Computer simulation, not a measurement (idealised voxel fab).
Process module under the name voxel self aligned contacts
FYI the section here is cut, 230 nm wide, cells are 5 nm squares.
Reading order for cross-sections: top band down to bottom band. Underlying form: a grid of square cells. Band size: one or more rows of cells. Top, bottom (nm), then materials left to right with widths (nm); lone material tagged "full width" fills the whole band edge to edge; "empty" = empty space. Heights are measured from 0, the level below which the as-received wafer is all one material; the lowest band has no bottom and continues downward, written as in "0 and below". With a width like "30 to 40", each row of cells in the band differs from the next by the same amount, the top row carrying the first number and the bottom row the second. No cell of the cross-section changed in a step that is given as "all unchanged". The entry "Trapped cavities" lists the empty spaces that cover at least 8 cells and have no open path to the top. Each is written as width x height at distance, where the distance is measured from the left edge and all three values are in nm. Where a step's line continues beyond its settings, the continuation is a remark by the simulator itself on that step. On any step carrying a mask, the "overlay nm" setting, if present on the step's line, tells how far right of its planned place the mask lay; negative values point to the left.

## Listed below are the process steps as planned
1. RECEIVE, material Si
2. OXIDIZE, depth nm 5
3. DIRECTIONAL_DEP, material polySi, thk nm 20
4. DIRECTIONAL_DEP, material SiN, thk nm 25
5. PATTERN, tone cover, mask id GATE, material resist, width nm 35, pitch nm 70, thk nm 15, overlay nm 0
6. DIRECTIONAL_ETCH, etch materials SiN, depth nm 25
7. DIRECTIONAL_ETCH, etch materials polySi, depth nm 20
8. STRIP, etch materials resist
9. CONFORMAL_DEP, material SiN, thk nm 10
10. DIRECTIONAL_ETCH, etch materials SiN, depth nm 10
11. FILL_DEP, material SiO2, thk nm 10
12. CMP, height nm 50
13. DIRECTIONAL_DEP, material aC, thk nm 15
14. PATTERN, tone open, mask id CONTACT, material resist, width nm 55, pitch nm 70, thk nm 35, overlay nm 0
15. DIRECTIONAL_ETCH, etch materials aC, depth nm 15
16. STRIP, etch materials resist
17. DIRECTIONAL_ETCH, etch materials SiO2, depth nm 55
18. STRIP, etch materials aC
19. CONFORMAL_DEP, material TiN, thk nm 5
20. FILL_DEP, material W, thk nm 5
21. CMP, height nm 50
22. CONFORMAL_DEP, material SiN, thk nm 5

## Incoming wafer in cross-section (state: after step 1)
	0 and below: Si full width
	Trapped cavities: none

## This is how the wafer looks in cross-section once the module is done, given the starting state and plan above and one mistake in carrying the plan out
	55 down to 50: SiN full width
	50 down to 45: 50 SiO2 | 15 TiN | 5 W | 35 TiN | 15 SiO2 | 15 TiN | 5 W | 35 TiN | 55 SiO2
	45 down to 20: 5 SiO2 | 55 SiN | 5 TiN | 5 W | 5 TiN | 55 SiN | 5 TiN | 5 W | 5 TiN | 55 SiN | 30 SiO2
	20 down to 0: 5 SiO2 | 10 SiN | 35 polySi | 10 SiN | 5 TiN | 5 W | 5 TiN | 10 SiN | 35 polySi | 10 SiN | 5 TiN | 5 W | 5 TiN | 10 SiN | 35 polySi | 10 SiN | 30 SiO2
	0 down to -5: 60 SiO2 | 15 TiN | 55 SiO2 | 15 TiN | 85 SiO2
	-5 and below: Si full width
	Trapped cavities: none
Where did the run depart from the plan? planned and actual differ for step 5; actual: PATTERN, tone cover, mask id GATE, material resist, width nm 35, pitch nm 70, thk nm 15, overlay nm -10
